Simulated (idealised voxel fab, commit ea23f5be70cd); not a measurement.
Process module heading - voxel self aligned vias
This is section cut - it's 270 nm across, gridded in 5 nm square cells.
In this document a cross-section is written as a grid of square cells. It is given as a series of bands, listed from the top down, and a band is one or more rows of cells. Quick guide to a band line: top height, bottom height (nm) up front; then every material left to right with its width in nm. Only one material and it's marked "edge to edge"? Then it fills the band edge to edge. And "empty" just means empty space. Convention: height 0 is the level below which the wafer, as received, is all one material. The lowest band does not terminate at the bottom but continues downward, represented as "top 0, no bottom". Per-row width for "30 to 40": begins at first number (top row of band), ends at second number (bottom row), increment between rows held constant. "no change" after a step means that no cell of the cross-section changed. Look at "Closed void listing" for the closed voids: empty spaces with no open path to the top, sized 8 cells or up. Each is width x height at distance, distance from the left edge, all nm. On each step's line, the part that comes after the settings is the simulator's own comment on the step. "overlay nm" answers the question of how far to the right of plan the mask lay on a step that has a mask, and when it is negative the answer is to the left.

[The planned process steps are enumerated hereunder]
1: RECEIVE: material Si
2: CONFORMAL_DEP: material SiO2, thk nm 15
3: CONFORMAL_DEP: material SiCN, thk nm 5
4: DIRECTIONAL_DEP: material SiO2, thk nm 30
5: DIRECTIONAL_DEP: material aC, thk nm 10
6: PATTERN: tone open, mask id LINES, material resist, width nm 30, pitch nm 65, thk nm 30, overlay nm 0
7: DIRECTIONAL_ETCH: etch materials aC, depth nm 10
8: STRIP: etch materials resist
9: DIRECTIONAL_ETCH: etch materials SiO2, depth nm 30
10: STRIP: etch materials aC
11: CONFORMAL_DEP: material TiN, thk nm 5
12: FILL_DEP: material W, thk nm 5
13: CMP: height nm 50
14: SELECTIVE_ETCH: etch materials W Ru TiN, depth nm 5
15: FILL_DEP: material SiN, thk nm 5
16: CMP: height nm 50
17: DIRECTIONAL_DEP: material SiO2, thk nm 15
18: MASKED_ETCH: tone open, mask id VIAS, width nm 40, pitch nm 65, etch materials SiO2, depth nm 15, overlay nm 0
19: MASKED_ETCH: tone open, mask id VIAS, width nm 40, pitch nm 65, etch materials SiN, depth nm 5, overlay nm 0
20: CONFORMAL_DEP: material TiN, thk nm 5
21: FILL_DEP: material W, thk nm 5
22: CMP: height nm 65
23: CONFORMAL_DEP: material SiN, thk nm 5

[as received, after step 1]
* top 0, no bottom  Si edge to edge
* Closed void listing: none

[Figure: cross-sectional view of the wafer upon completion of the module, processed from the initial state and according to the plan depicted above, with one error introduced during execution]
* top 70, bottom 65  W edge to edge
* top 65, bottom 55  SiO2: 50  TiN: 5  W: 30  TiN: 5  SiO2: 25  TiN: 5  W: 30  TiN: 5  SiO2: 25  TiN: 5  W: 30  TiN: 5  SiO2: 50
* top 55, bottom 50  SiO2: 50  TiN: 10  W: 20  TiN: 10  SiO2: 25  TiN: 10  W: 20  TiN: 10  SiO2: 25  TiN: 10  W: 20  TiN: 10  SiO2: 50
* top 50, bottom 45  SiO2: 55  TiN: 30  SiO2: 35  TiN: 30  SiO2: 35  TiN: 30  SiO2: 55
* top 45, bottom 25  SiO2: 55  TiN: 5  W: 20  TiN: 5  SiO2: 35  TiN: 5  W: 20  TiN: 5  SiO2: 35  TiN: 5  W: 20  TiN: 5  SiO2: 55
* top 25, bottom 20  SiO2: 55  TiN: 30  SiO2: 35  TiN: 30  SiO2: 35  TiN: 30  SiO2: 55
* top 20, bottom 15  SiCN edge to edge
* top 15, bottom 0  SiO2 edge to edge
* top 0, no bottom  Si edge to edge
* Closed void listing: none
Misprocessing identified: step 23 deviated from plan and actually ran as CONFORMAL_DEP: material W, thk nm 5
